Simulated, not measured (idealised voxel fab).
process module | voxel self aligned vias
cross-section cut | 260 nm wide | cells 5 nm
A cross-section is a grid of square cells, given in bands from the top down. A band is one or more rows of cells.
Each band's line starts with the height of the band's top and of its bottom, in nm. Then come its materials from left to right, each with its width in nm. One material with "throughout" fills the band from edge to edge. "air" is empty space.
Height 0 is the level under which the wafer as received is all one material. The lowest band goes on downwards, as in "0 down".
A width such as "30 to 40" changes by the same amount from each row of cells to the next, from the band's top row to its bottom row.
"no change" after a step means that no cell of the cross-section changed.
closed voids: empty space of 8 cells or more with no open way to the top, each as width x height at its distance from the left edge, in nm
after a step's settings: what the simulator itself notes on the step
overlay nm, on a step with a mask: how far to the right of its planned place the mask lay; to the left if negative
plan
1 op RECEIVE | material Si
2 op CONFORMAL_DEP | material SiO2 | thk nm 10
3 op CONFORMAL_DEP | material SiCN | thk nm 5
4 op DIRECTIONAL_DEP | material lowk | thk nm 30
5 op PATTERN | tone open | mask id LINES | material resist | width nm 20 | pitch nm 50 | thk nm 20 | overlay nm 0
6 op DIRECTIONAL_ETCH | etch materials lowk | depth nm 30
7 op STRIP | etch materials resist
8 op CONFORMAL_DEP | material TiN | thk nm 5
9 op FILL_DEP | material W | thk nm 10
10 op CMP | height nm 45
11 op SELECTIVE_ETCH | etch materials W Ru TiN | depth nm 5
12 op FILL_DEP | material SiN | thk nm 10
13 op CMP | height nm 45
14 op DIRECTIONAL_DEP | material lowk | thk nm 20
15 op MASKED_ETCH | tone open | mask id VIAS | width nm 30 | etch materials lowk | depth nm 20 | overlay nm 0
16 op MASKED_ETCH | tone open | mask id VIAS | width nm 30 | etch materials SiN | depth nm 5 | overlay nm 0
17 op CONFORMAL_DEP | material TiN | thk nm 5
18 op FILL_DEP | material Cu | thk nm 5
19 op CMP | height nm 65
20 op CONFORMAL_DEP | material SiCN | thk nm 5
first wafer, as planned
as received, after step 1
  0 down: Si throughout
  closed voids: none
after step 2
  10 to 0: SiO2 throughout
  below 0: unchanged
after step 3
  15 to 10: SiCN throughout
  below 10: unchanged
after step 4
  45 to 15: lowk throughout
  below 15: unchanged
after step 5
  65 to 45: resist 95 | air 20 | resist 30 | air 20 | resist 95
  below 45: unchanged
after step 6
  65 to 45: resist 95 | air 20 | resist 30 | air 20 | resist 95
  45 to 15: lowk 95 | air 20 | lowk 30 | air 20 | lowk 95
  below 15: unchanged
after step 7
  45 to 15: lowk 95 | air 20 | lowk 30 | air 20 | lowk 95
  below 15: unchanged
after step 8
  50 to 45: TiN 100 | air 10 | TiN 40 | air 10 | TiN 100
  45 to 20: lowk 95 | TiN 5 | air 10 | TiN 5 | lowk 30 | TiN 5 | air 10 | TiN 5 | lowk 95
  20 to 15: lowk 95 | TiN 20 | lowk 30 | TiN 20 | lowk 95
  below 15: unchanged
after step 9
  60 to 50: W throughout
  50 to 45: TiN 100 | W 10 | TiN 40 | W 10 | TiN 100
  45 to 20: lowk 95 | TiN 5 | W 10 | TiN 5 | lowk 30 | TiN 5 | W 10 | TiN 5 | lowk 95
  below 20: unchanged
after step 10
  45 to 20: lowk 95 | TiN 5 | W 10 | TiN 5 | lowk 30 | TiN 5 | W 10 | TiN 5 | lowk 95
  below 20: unchanged
after step 11
  45 to 40: lowk 95 | air 20 | lowk 30 | air 20 | lowk 95
  below 40: unchanged
after step 12
  55 to 45: SiN throughout
  45 to 40: lowk 95 | SiN 20 | lowk 30 | SiN 20 | lowk 95
  below 40: unchanged
after step 13
  45 to 40: lowk 95 | SiN 20 | lowk 30 | SiN 20 | lowk 95
  below 40: unchanged
after step 14
  65 to 45: lowk throughout
  below 45: unchanged
after step 15
  65 to 45: lowk 90 | air 30 | lowk 140
  below 45: unchanged
after step 16
  65 to 45: lowk 90 | air 30 | lowk 140
  45 to 40: lowk 95 | air 20 | lowk 30 | SiN 20 | lowk 95
  below 40: unchanged
after step 17
  70 to 65: TiN 95 | air 20 | TiN 145
  65 to 50: lowk 90 | TiN 5 | air 20 | TiN 5 | lowk 140
  50 to 45: lowk 90 | TiN 10 | air 10 | TiN 10 | lowk 140
  45 to 40: lowk 95 | TiN 20 | lowk 30 | SiN 20 | lowk 95
  below 40: unchanged
after step 18
  75 to 70: Cu throughout
  70 to 65: TiN 95 | Cu 20 | TiN 145
  65 to 50: lowk 90 | TiN 5 | Cu 20 | TiN 5 | lowk 140
  50 to 45: lowk 90 | TiN 10 | Cu 10 | TiN 10 | lowk 140
  below 45: unchanged
after step 19
  65 to 50: lowk 90 | TiN 5 | Cu 20 | TiN 5 | lowk 140
  below 50: unchanged
after step 20
  70 to 65: SiCN throughout
  below 65: unchanged
second wafer: like start, like plan, one mistake. Through step 4 it matches the first wafer
when step 5 should have ended
  65 to 45: air 95 | resist 20 | air 30 | resist 20 | air 95
  below 45: unchanged
when step 6 should have ended
  65 to 45: air 95 | resist 20 | air 30 | resist 20 | air 95
  45 to 15: air 95 | lowk 20 | air 30 | lowk 20 | air 95
  below 15: unchanged
when step 7 should have ended
  45 to 15: air 95 | lowk 20 | air 30 | lowk 20 | air 95
  below 15: unchanged
when step 8 should have ended
  50 to 45: air 90 | TiN 30 | air 20 | TiN 30 | air 90
  45 to 20: air 90 | TiN 5 | lowk 20 | TiN 5 | air 20 | TiN 5 | lowk 20 | TiN 5 | air 90
  20 to 15: TiN 95 | lowk 20 | TiN 30 | lowk 20 | TiN 95
  below 15: unchanged
when step 9 should have ended
  60 to 50: W throughout
  50 to 45: W 90 | TiN 30 | W 20 | TiN 30 | W 90
  45 to 20: W 90 | TiN 5 | lowk 20 | TiN 5 | W 20 | TiN 5 | lowk 20 | TiN 5 | W 90
  below 20: unchanged
when step 10 should have ended
  45 to 20: W 90 | TiN 5 | lowk 20 | TiN 5 | W 20 | TiN 5 | lowk 20 | TiN 5 | W 90
  below 20: unchanged
when step 11 should have ended
  45 to 40: air 95 | lowk 20 | air 30 | lowk 20 | air 95
  below 40: unchanged
when step 12 should have ended
  55 to 45: SiN throughout
  45 to 40: SiN 95 | lowk 20 | SiN 30 | lowk 20 | SiN 95
  below 40: unchanged
when step 13 should have ended
  45 to 40: SiN 95 | lowk 20 | SiN 30 | lowk 20 | SiN 95
  below 40: unchanged
when step 14 should have ended
  65 to 45: lowk throughout
  below 45: unchanged
when step 15 should have ended
  65 to 45: lowk 90 | air 30 | lowk 140
  below 45: unchanged
when step 16 should have ended
  65 to 45: lowk 90 | air 30 | lowk 140
  45 to 40: SiN 90 | air 5 | lowk 20 | air 5 | SiN 25 | lowk 20 | SiN 95
  below 40: unchanged
when step 17 should have ended
  70 to 65: TiN 95 | air 20 | TiN 145
  65 to 50: lowk 90 | TiN 5 | air 20 | TiN 5 | lowk 140
  50 to 45: lowk 90 | TiN 30 | lowk 140
  45 to 40: SiN 90 | TiN 5 | lowk 20 | TiN 5 | SiN 25 | lowk 20 | SiN 95
  below 40: unchanged
when step 18 should have ended
  75 to 70: Cu throughout
  70 to 65: TiN 95 | Cu 20 | TiN 145
  65 to 50: lowk 90 | TiN 5 | Cu 20 | TiN 5 | lowk 140
  below 50: unchanged
when step 19 should have ended
  65 to 50: lowk 90 | TiN 5 | Cu 20 | TiN 5 | lowk 140
  below 50: unchanged
when step 20 should have ended
  70 to 65: SiCN throughout
  below 65: unchanged
what went wrong: step 5 ran as: op PATTERN | tone cover | mask id LINES | material resist | width nm 20 | pitch nm 50 | thk nm 20 | overlay nm 0
at the end the second wafer has, in cells: 2 fewer of Cu | 38 more of SiN | 36 more of TiN | 144 more of W | 216 fewer of lowk
